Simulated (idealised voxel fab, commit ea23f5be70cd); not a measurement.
Process module heading - voxel wiring stack
In the cross-section labelled cut, the width is 230 nm and each square cell is 5 nm.
A cross-section is written here as square cells arranged in a grid, and it is given in bands from the top down, each band taking up one or more rows of cells.
Per band: top height and bottom height in nm, followed by the left-to-right materials and their widths in nm; "edge to edge" marks a single material spanning edge to edge, "blank" marks empty space.
Heights from 0 (as-received wafer is one material below). Bottom band endless downward, as "0 down".
The two numbers in a width such as "30->40" mark its ends across the band: the first belongs to the top row of cells, the second to the bottom row, and from each row to the next the width moves by the same amount.
Where a step carries "stayed the same", the cross-section came out of it unchanged, cell for cell.
Closed empty spaces (no open way to the top) of 8 cells or more are what "Completely sealed voids" lists, each as width x height at distance from the left edge, nm for all three.
Heads up: the bit after the settings on a step's line is the simulator's remark on that step.
overlay nm: for a step with a mask, the amount by which the mask lay right of where it was planned; a negative amount means left of it.
LISTED BELOW ARE THE PROCESS STEPS AS PLANNED
1. RECEIVE | material Si
2. CONFORMAL_DEP | material SiO2 | thk nm 15
3. CONFORMAL_DEP | material SiN | thk nm 5
4. DIRECTIONAL_DEP | material lowk | thk nm 15
5. PATTERN | tone open | mask id METAL_1 | material resist | width nm 20 | pitch nm 50 | thk nm 20 | overlay nm 0
6. DIRECTIONAL_ETCH | etch materials lowk | depth nm 15
7. DIRECTIONAL_ETCH | etch materials SiN | depth nm 5
8. STRIP | etch materials resist
9. CONFORMAL_DEP | material TiN | thk nm 5
10. FILL_DEP | material W | thk nm 10
11. CMP | height nm 35
12. EPI | material Ru | thk nm 5
13. FILL_DEP | material SiCN | thk nm 5
14. DIRECTIONAL_DEP | material lowk | thk nm 30
15. PATTERN | tone open | mask id METAL_2_HOLES | material resist | width nm 15 | pitch nm 50 | thk nm 20 | overlay nm 0
16. DIRECTIONAL_ETCH | etch materials lowk | depth nm 30
17. STRIP | etch materials resist
18. DIRECTIONAL_DEP | material aC | thk nm 15
19. PATTERN | tone open | mask id METAL_2 | material resist | width nm 20 | pitch nm 50 | thk nm 30 | overlay nm 0
20. DIRECTIONAL_ETCH | etch materials aC | depth nm 15
21. STRIP | etch materials resist
22. DIRECTIONAL_ETCH | etch materials lowk | depth nm 20
23. DIRECTIONAL_ETCH | etch materials SiCN | depth nm 5
24. STRIP | etch materials aC
25. CONFORMAL_DEP | material TiN | thk nm 5
26. FILL_DEP | material Cu | thk nm 5
27. CMP | height nm 65
28. CONFORMAL_DEP | material SiCN | thk nm 5
29. DIRECTIONAL_DEP | material lowk | thk nm 25
30. MASKED_ETCH | tone open | mask id METAL_3_HOLES | width nm 15 | pitch nm 50 | etch materials lowk | depth nm 25 | overlay nm 0
31. DIRECTIONAL_DEP | material aC | thk nm 10
32. PATTERN | tone open | mask id METAL_3 | material resist | width nm 20 | pitch nm 50 | thk nm 30 | overlay nm 0
33. DIRECTIONAL_ETCH | etch materials aC | depth nm 10
34. STRIP | etch materials resist
35. DIRECTIONAL_ETCH | etch materials lowk | depth nm 15
36. DIRECTIONAL_ETCH | etch materials SiCN | depth nm 5
37. STRIP | etch materials aC
38. CONFORMAL_DEP | material TiN | thk nm 5
39. FILL_DEP | material Ru | thk nm 5
40. CMP | height nm 105
41. CONFORMAL_DEP | material SiN | thk nm 5
Split variable: height nm, step 27. Plan value = first wafer. Wafers start alike.
CROSS-SECTION OF THE FIRST OF SEVERAL WAFERS ON RECEIPT, REFLECTING COMPLETION OF STEP 1
    0 down: Si edge to edge
    Completely sealed voids: none
WHAT FOLLOWS IS A TABLE IN WHICH EACH WAFER OCCUPIES A ROW; FOR THE WAFER AS IT STANDS AT THE CLOSE OF THE MODULE, THE ROW STATES, MATERIAL BY MATERIAL, HOW MANY CELLS HAVE BEEN GAINED (+) OR LOST (-) SINCE RECEIPT, AND THEN GIVES ITS CLOSED VOIDS
height nm 65, +20 Cu, +106 Ru, +90 SiCN, +76 SiN, +138 SiO2, +182 TiN, +24 W, +376 lowk, Completely sealed voids: none
height nm 70, +28 Cu, +60 Ru, +90 SiCN, +76 SiN, +138 SiO2, +190 TiN, +24 W, +406 lowk, Completely sealed voids: none
height nm 75, +36 Cu, +52 Ru, +90 SiCN, +76 SiN, +138 SiO2, +160 TiN, +24 W, +436 lowk, Completely sealed voids: none
height nm 80, +44 Cu, +44 Ru, +90 SiCN, +76 SiN, +138 SiO2, +190 TiN, +24 W, +406 lowk, Completely sealed voids: none
height nm 85, +90 Cu, +36 Ru, +90 SiCN, +76 SiN, +138 SiO2, +182 TiN, +24 W, +376 lowk, Completely sealed voids: none
